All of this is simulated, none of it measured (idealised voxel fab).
process module | voxel air gaps
cross-section cut | 260 nm wide | cells 5 nm
A cross-section is a grid of square cells, given in bands from the top down. A band is one or more rows of cells.
Each band's line starts with the height of the band's top and of its bottom, in nm. Then come its materials from left to right, each with its width in nm. One material with "throughout" fills the band from edge to edge. "air" is empty space.
Height 0 is the level under which the wafer as received is all one material. The lowest band goes on downwards, as in "0 down".
A width such as "30 to 40" changes by the same amount from each row of cells to the next, from the band's top row to its bottom row.
"no change" after a step means that no cell of the cross-section changed.
closed voids: empty space of 8 cells or more with no open way to the top, each as width x height at its distance from the left edge, in nm
after a step's settings: what the simulator itself notes on the step
overlay nm, on a step with a mask: how far to the right of its planned place the mask lay; to the left if negative
plan
1 op RECEIVE | material Si
2 op CONFORMAL_DEP | material SiO2 | thk nm 10
3 op CONFORMAL_DEP | material SiCN | thk nm 5
4 op DIRECTIONAL_DEP | material lowk | thk nm 35
5 op DIRECTIONAL_DEP | material aC | thk nm 10
6 op PATTERN | tone open | mask id LINES | material resist | width nm 25 | pitch nm 55 | thk nm 30 | overlay nm 0
7 op DIRECTIONAL_ETCH | etch materials aC | depth nm 10
8 op STRIP | etch materials resist
9 op DIRECTIONAL_ETCH | etch materials lowk | depth nm 35
10 op STRIP | etch materials aC
11 op CONFORMAL_DEP | material TiN | thk nm 5
12 op FILL_DEP | material Ru | thk nm 10
13 op CMP | height nm 50
14 op EPI | material Ru | thk nm 10
15 op SELECTIVE_ETCH | etch materials lowk | depth nm 45
16 op CONFORMAL_DEP | material SiCN | thk nm 5
first wafer, as planned
as received, after step 1
  0 down: Si throughout
  closed voids: none
after step 2
  10 to 0: SiO2 throughout
  below 0: unchanged
after step 3
  15 to 10: SiCN throughout
  below 10: unchanged
after step 4
  50 to 15: lowk throughout
  below 15: unchanged
after step 5
  60 to 50: aC throughout
  below 50: unchanged
after step 6
  90 to 60: resist 35 | air 25 | resist 30 | air 25 | resist 30 | air 25 | resist 30 | air 25 | resist 35
  below 60: unchanged
after step 7
  80 to 60: resist 35 | air 25 | resist 30 | air 25 | resist 30 | air 25 | resist 30 | air 25 | resist 35
  60 to 50: aC 35 | air 25 | aC 30 | air 25 | aC 30 | air 25 | aC 30 | air 25 | aC 35
  below 50: unchanged
after step 8
  60 to 50: aC 35 | air 25 | aC 30 | air 25 | aC 30 | air 25 | aC 30 | air 25 | aC 35
  below 50: unchanged
after step 9
  60 to 50: aC 35 | air 25 | aC 30 | air 25 | aC 30 | air 25 | aC 30 | air 25 | aC 35
  50 to 15: lowk 35 | air 25 | lowk 30 | air 25 | lowk 30 | air 25 | lowk 30 | air 25 | lowk 35
  below 15: unchanged
after step 10
  50 to 15: lowk 35 | air 25 | lowk 30 | air 25 | lowk 30 | air 25 | lowk 30 | air 25 | lowk 35
  below 15: unchanged
after step 11
  55 to 50: TiN 40 | air 15 | TiN 40 | air 15 | TiN 40 | air 15 | TiN 40 | air 15 | TiN 40
  50 to 20: lowk 35 | TiN 5 | air 15 | TiN 5 | lowk 30 | TiN 5 | air 15 | TiN 5 | lowk 30 | TiN 5 | air 15 | TiN 5 | lowk 30 | TiN 5 | air 15 | TiN 5 | lowk 35
  20 to 15: lowk 35 | TiN 25 | lowk 30 | TiN 25 | lowk 30 | TiN 25 | lowk 30 | TiN 25 | lowk 35
  below 15: unchanged
after step 12
  65 to 55: Ru throughout
  55 to 50: TiN 40 | Ru 15 | TiN 40 | Ru 15 | TiN 40 | Ru 15 | TiN 40 | Ru 15 | TiN 40
  50 to 20: lowk 35 | TiN 5 | Ru 15 | TiN 5 | lowk 30 | TiN 5 | Ru 15 | TiN 5 | lowk 30 | TiN 5 | Ru 15 | TiN 5 | lowk 30 | TiN 5 | Ru 15 | TiN 5 | lowk 35
  below 20: unchanged
after step 13
  50 to 20: lowk 35 | TiN 5 | Ru 15 | TiN 5 | lowk 30 | TiN 5 | Ru 15 | TiN 5 | lowk 30 | TiN 5 | Ru 15 | TiN 5 | lowk 30 | TiN 5 | Ru 15 | TiN 5 | lowk 35
  below 20: unchanged
after step 14
  60 to 50: air 25 | Ru 45 | air 10 | Ru 45 | air 10 | Ru 45 | air 10 | Ru 45 | air 25
  below 50: unchanged
after step 15
  60 to 50: air 25 | Ru 45 | air 10 | Ru 45 | air 10 | Ru 45 | air 10 | Ru 45 | air 25
  50 to 20: air 35 | TiN 5 | Ru 15 | TiN 5 | air 30 | TiN 5 | Ru 15 | TiN 5 | air 30 | TiN 5 | Ru 15 | TiN 5 | air 30 | TiN 5 | Ru 15 | TiN 5 | air 35
  20 to 15: air 35 | TiN 25 | air 30 | TiN 25 | air 30 | TiN 25 | air 30 | TiN 25 | air 35
  below 15: unchanged
after step 16
  65 to 60: air 20 | SiCN 220 | air 20
  60 to 50: air 20 | SiCN 5 | Ru 45 | SiCN 10 | Ru 45 | SiCN 10 | Ru 45 | SiCN 10 | Ru 45 | SiCN 5 | air 20
  50 to 45: air 20 | SiCN 15 | TiN 5 | Ru 15 | TiN 5 | SiCN 30 | TiN 5 | Ru 15 | TiN 5 | SiCN 30 | TiN 5 | Ru 15 | TiN 5 | SiCN 30 | TiN 5 | Ru 15 | TiN 5 | SiCN 15 | air 20
  45 to 20: air 30 | SiCN 5 | TiN 5 | Ru 15 | TiN 5 | SiCN 5 | air 20 | SiCN 5 | TiN 5 | Ru 15 | TiN 5 | SiCN 5 | air 20 | SiCN 5 | TiN 5 | Ru 15 | TiN 5 | SiCN 5 | air 20 | SiCN 5 | TiN 5 | Ru 15 | TiN 5 | SiCN 5 | air 30
  20 to 15: SiCN 35 | TiN 25 | SiCN 30 | TiN 25 | SiCN 30 | TiN 25 | SiCN 30 | TiN 25 | SiCN 35
  below 15: unchanged
  closed voids: 20 x 25 at 65; 20 x 25 at 120; 20 x 25 at 175
second wafer: like start, like plan, one mistake. Through step 5 it matches the first wafer
when step 6 should have ended
  90 to 60: resist 45 | air 25 | resist 30 | air 25 | resist 30 | air 25 | resist 30 | air 25 | resist 25
  below 60: unchanged
when step 7 should have ended
  80 to 60: resist 45 | air 25 | resist 30 | air 25 | resist 30 | air 25 | resist 30 | air 25 | resist 25
  60 to 50: aC 45 | air 25 | aC 30 | air 25 | aC 30 | air 25 | aC 30 | air 25 | aC 25
  below 50: unchanged
when step 8 should have ended
  60 to 50: aC 45 | air 25 | aC 30 | air 25 | aC 30 | air 25 | aC 30 | air 25 | aC 25
  below 50: unchanged
when step 9 should have ended
  60 to 50: aC 45 | air 25 | aC 30 | air 25 | aC 30 | air 25 | aC 30 | air 25 | aC 25
  50 to 15: lowk 45 | air 25 | lowk 30 | air 25 | lowk 30 | air 25 | lowk 30 | air 25 | lowk 25
  below 15: unchanged
when step 10 should have ended
  50 to 15: lowk 45 | air 25 | lowk 30 | air 25 | lowk 30 | air 25 | lowk 30 | air 25 | lowk 25
  below 15: unchanged
when step 11 should have ended
  55 to 50: TiN 50 | air 15 | TiN 40 | air 15 | TiN 40 | air 15 | TiN 40 | air 15 | TiN 30
  50 to 20: lowk 45 | TiN 5 | air 15 | TiN 5 | lowk 30 | TiN 5 | air 15 | TiN 5 | lowk 30 | TiN 5 | air 15 | TiN 5 | lowk 30 | TiN 5 | air 15 | TiN 5 | lowk 25
  20 to 15: lowk 45 | TiN 25 | lowk 30 | TiN 25 | lowk 30 | TiN 25 | lowk 30 | TiN 25 | lowk 25
  below 15: unchanged
when step 12 should have ended
  65 to 55: Ru throughout
  55 to 50: TiN 50 | Ru 15 | TiN 40 | Ru 15 | TiN 40 | Ru 15 | TiN 40 | Ru 15 | TiN 30
  50 to 20: lowk 45 | TiN 5 | Ru 15 | TiN 5 | lowk 30 | TiN 5 | Ru 15 | TiN 5 | lowk 30 | TiN 5 | Ru 15 | TiN 5 | lowk 30 | TiN 5 | Ru 15 | TiN 5 | lowk 25
  below 20: unchanged
when step 13 should have ended
  50 to 20: lowk 45 | TiN 5 | Ru 15 | TiN 5 | lowk 30 | TiN 5 | Ru 15 | TiN 5 | lowk 30 | TiN 5 | Ru 15 | TiN 5 | lowk 30 | TiN 5 | Ru 15 | TiN 5 | lowk 25
  below 20: unchanged
when step 14 should have ended
  60 to 50: air 35 | Ru 45 | air 10 | Ru 45 | air 10 | Ru 45 | air 10 | Ru 45 | air 15
  below 50: unchanged
when step 15 should have ended
  60 to 50: air 35 | Ru 45 | air 10 | Ru 45 | air 10 | Ru 45 | air 10 | Ru 45 | air 15
  50 to 20: air 45 | TiN 5 | Ru 15 | TiN 5 | air 30 | TiN 5 | Ru 15 | TiN 5 | air 30 | TiN 5 | Ru 15 | TiN 5 | air 30 | TiN 5 | Ru 15 | TiN 5 | air 25
  20 to 15: air 45 | TiN 25 | air 30 | TiN 25 | air 30 | TiN 25 | air 30 | TiN 25 | air 25
  below 15: unchanged
when step 16 should have ended
  65 to 60: air 30 | SiCN 220 | air 10
  60 to 50: air 30 | SiCN 5 | Ru 45 | SiCN 10 | Ru 45 | SiCN 10 | Ru 45 | SiCN 10 | Ru 45 | SiCN 5 | air 10
  50 to 45: air 30 | SiCN 15 | TiN 5 | Ru 15 | TiN 5 | SiCN 30 | TiN 5 | Ru 15 | TiN 5 | SiCN 30 | TiN 5 | Ru 15 | TiN 5 | SiCN 30 | TiN 5 | Ru 15 | TiN 5 | SiCN 15 | air 10
  45 to 20: air 40 | SiCN 5 | TiN 5 | Ru 15 | TiN 5 | SiCN 5 | air 20 | SiCN 5 | TiN 5 | Ru 15 | TiN 5 | SiCN 5 | air 20 | SiCN 5 | TiN 5 | Ru 15 | TiN 5 | SiCN 5 | air 20 | SiCN 5 | TiN 5 | Ru 15 | TiN 5 | SiCN 5 | air 20
  20 to 15: SiCN 45 | TiN 25 | SiCN 30 | TiN 25 | SiCN 30 | TiN 25 | SiCN 30 | TiN 25 | SiCN 25
  below 15: unchanged
  closed voids: 20 x 25 at 75; 20 x 25 at 130; 20 x 25 at 185
what went wrong: step 6 ran as: op PATTERN | tone open | mask id LINES | material resist | width nm 25 | pitch nm 55 | thk nm 30 | overlay nm 10
at the end the second wafer has, in cells: as many of each material as the first, in other places
